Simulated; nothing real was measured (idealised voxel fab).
process module | voxel trench capacitor
cross-section cut | 270 nm wide | cells 5 nm
A cross-section is a grid of square cells, given in bands from the top down. A band is one or more rows of cells.
Each band's line starts with the height of the band's top and of its bottom, in nm. Then come its materials from left to right, each with its width in nm. One material with "throughout" fills the band from edge to edge. "air" is empty space.
Height 0 is the level under which the wafer as received is all one material. The lowest band goes on downwards, as in "0 down".
A width such as "30 to 40" changes by the same amount from each row of cells to the next, from the band's top row to its bottom row.
"no change" after a step means that no cell of the cross-section changed.
closed voids: empty space of 8 cells or more with no open way to the top, each as width x height at its distance from the left edge, in nm
after a step's settings: what the simulator itself notes on the step
overlay nm, on a step with a mask: how far to the right of its planned place the mask lay; to the left if negative
plan
1 op RECEIVE | material Si
2 op CONFORMAL_DEP | material SiN | thk nm 10
3 op MASKED_ETCH | tone open | mask id TRENCH | width nm 30 | pitch nm 60 | etch materials SiN | depth nm 10 | overlay nm 0
4 op MASKED_ETCH | tone open | mask id TRENCH | width nm 30 | pitch nm 60 | etch materials Si | depth nm 40 | overlay nm 0
5 op CONFORMAL_DEP | material Al2O3 | thk nm 5
6 op CONFORMAL_DEP | material TiN | thk nm 5
7 op FILL_DEP | material W | thk nm 5
8 op CMP | height nm 10
first wafer, as planned
as received, after step 1
  0 down: Si throughout
  closed voids: none
after step 2
  10 to 0: SiN throughout
  below 0: unchanged
after step 3
  10 to 0: SiN 60 | air 30 | SiN 30 | air 30 | SiN 30 | air 30 | SiN 60
  below 0: unchanged
after step 4
  10 to 0: SiN 60 | air 30 | SiN 30 | air 30 | SiN 30 | air 30 | SiN 60
  0 to -40: Si 60 | air 30 | Si 30 | air 30 | Si 30 | air 30 | Si 60
  below -40: unchanged
after step 5
  15 to 10: Al2O3 65 | air 20 | Al2O3 40 | air 20 | Al2O3 40 | air 20 | Al2O3 65
  10 to 0: SiN 60 | Al2O3 5 | air 20 | Al2O3 5 | SiN 30 | Al2O3 5 | air 20 | Al2O3 5 | SiN 30 | Al2O3 5 | air 20 | Al2O3 5 | SiN 60
  0 to -35: Si 60 | Al2O3 5 | air 20 | Al2O3 5 | Si 30 | Al2O3 5 | air 20 | Al2O3 5 | Si 30 | Al2O3 5 | air 20 | Al2O3 5 | Si 60
  -35 to -40: Si 60 | Al2O3 30 | Si 30 | Al2O3 30 | Si 30 | Al2O3 30 | Si 60
  below -40: unchanged
after step 6
  20 to 15: TiN 70 | air 10 | TiN 50 | air 10 | TiN 50 | air 10 | TiN 70
  15 to 10: Al2O3 65 | TiN 5 | air 10 | TiN 5 | Al2O3 40 | TiN 5 | air 10 | TiN 5 | Al2O3 40 | TiN 5 | air 10 | TiN 5 | Al2O3 65
  10 to 0: SiN 60 | Al2O3 5 | TiN 5 | air 10 | TiN 5 | Al2O3 5 | SiN 30 | Al2O3 5 | TiN 5 | air 10 | TiN 5 | Al2O3 5 | SiN 30 | Al2O3 5 | TiN 5 | air 10 | TiN 5 | Al2O3 5 | SiN 60
  0 to -30: Si 60 | Al2O3 5 | TiN 5 | air 10 | TiN 5 | Al2O3 5 | Si 30 | Al2O3 5 | TiN 5 | air 10 | TiN 5 | Al2O3 5 | Si 30 | Al2O3 5 | TiN 5 | air 10 | TiN 5 | Al2O3 5 | Si 60
  -30 to -35: Si 60 | Al2O3 5 | TiN 20 | Al2O3 5 | Si 30 | Al2O3 5 | TiN 20 | Al2O3 5 | Si 30 | Al2O3 5 | TiN 20 | Al2O3 5 | Si 60
  below -35: unchanged
after step 7
  25 to 20: W throughout
  20 to 15: TiN 70 | W 10 | TiN 50 | W 10 | TiN 50 | W 10 | TiN 70
  15 to 10: Al2O3 65 | TiN 5 | W 10 | TiN 5 | Al2O3 40 | TiN 5 | W 10 | TiN 5 | Al2O3 40 | TiN 5 | W 10 | TiN 5 | Al2O3 65
  10 to 0: SiN 60 | Al2O3 5 | TiN 5 | W 10 | TiN 5 | Al2O3 5 | SiN 30 | Al2O3 5 | TiN 5 | W 10 | TiN 5 | Al2O3 5 | SiN 30 | Al2O3 5 | TiN 5 | W 10 | TiN 5 | Al2O3 5 | SiN 60
  0 to -30: Si 60 | Al2O3 5 | TiN 5 | W 10 | TiN 5 | Al2O3 5 | Si 30 | Al2O3 5 | TiN 5 | W 10 | TiN 5 | Al2O3 5 | Si 30 | Al2O3 5 | TiN 5 | W 10 | TiN 5 | Al2O3 5 | Si 60
  below -30: unchanged
after step 8
  10 to 0: SiN 60 | Al2O3 5 | TiN 5 | W 10 | TiN 5 | Al2O3 5 | SiN 30 | Al2O3 5 | TiN 5 | W 10 | TiN 5 | Al2O3 5 | SiN 30 | Al2O3 5 | TiN 5 | W 10 | TiN 5 | Al2O3 5 | SiN 60
  below 0: unchanged
second wafer: like start, like plan, one mistake. Through step 2 it matches the first wafer
when step 3 should have ended
  10 to 0: air 60 | SiN 30 | air 30 | SiN 30 | air 30 | SiN 30 | air 60
  below 0: unchanged
when step 4 should have ended: no change
when step 5 should have ended
  15 to 10: air 55 | Al2O3 40 | air 20 | Al2O3 40 | air 20 | Al2O3 40 | air 55
  10 to 5: air 55 | Al2O3 5 | SiN 30 | Al2O3 5 | air 20 | Al2O3 5 | SiN 30 | Al2O3 5 | air 20 | Al2O3 5 | SiN 30 | Al2O3 5 | air 55
  5 to 0: Al2O3 60 | SiN 30 | Al2O3 30 | SiN 30 | Al2O3 30 | SiN 30 | Al2O3 60
  below 0: unchanged
when step 6 should have ended
  20 to 15: air 50 | TiN 50 | air 10 | TiN 50 | air 10 | TiN 50 | air 50
  15 to 10: air 50 | TiN 5 | Al2O3 40 | TiN 5 | air 10 | TiN 5 | Al2O3 40 | TiN 5 | air 10 | TiN 5 | Al2O3 40 | TiN 5 | air 50
  10 to 5: TiN 55 | Al2O3 5 | SiN 30 | Al2O3 5 | TiN 20 | Al2O3 5 | SiN 30 | Al2O3 5 | TiN 20 | Al2O3 5 | SiN 30 | Al2O3 5 | TiN 55
  below 5: unchanged
when step 7 should have ended
  25 to 20: W throughout
  20 to 15: W 50 | TiN 50 | W 10 | TiN 50 | W 10 | TiN 50 | W 50
  15 to 10: W 50 | TiN 5 | Al2O3 40 | TiN 5 | W 10 | TiN 5 | Al2O3 40 | TiN 5 | W 10 | TiN 5 | Al2O3 40 | TiN 5 | W 50
  below 10: unchanged
when step 8 should have ended
  10 to 5: TiN 55 | Al2O3 5 | SiN 30 | Al2O3 5 | TiN 20 | Al2O3 5 | SiN 30 | Al2O3 5 | TiN 20 | Al2O3 5 | SiN 30 | Al2O3 5 | TiN 55
  below 5: unchanged
what went wrong: step 3 ran as: op MASKED_ETCH | tone cover | mask id TRENCH | width nm 30 | pitch nm 60 | etch materials SiN | depth nm 10 | overlay nm 0
at the end the second wafer has, in cells: 30 fewer of Al2O3 | 144 more of Si | 36 fewer of SiN | 30 fewer of TiN | 48 fewer of W
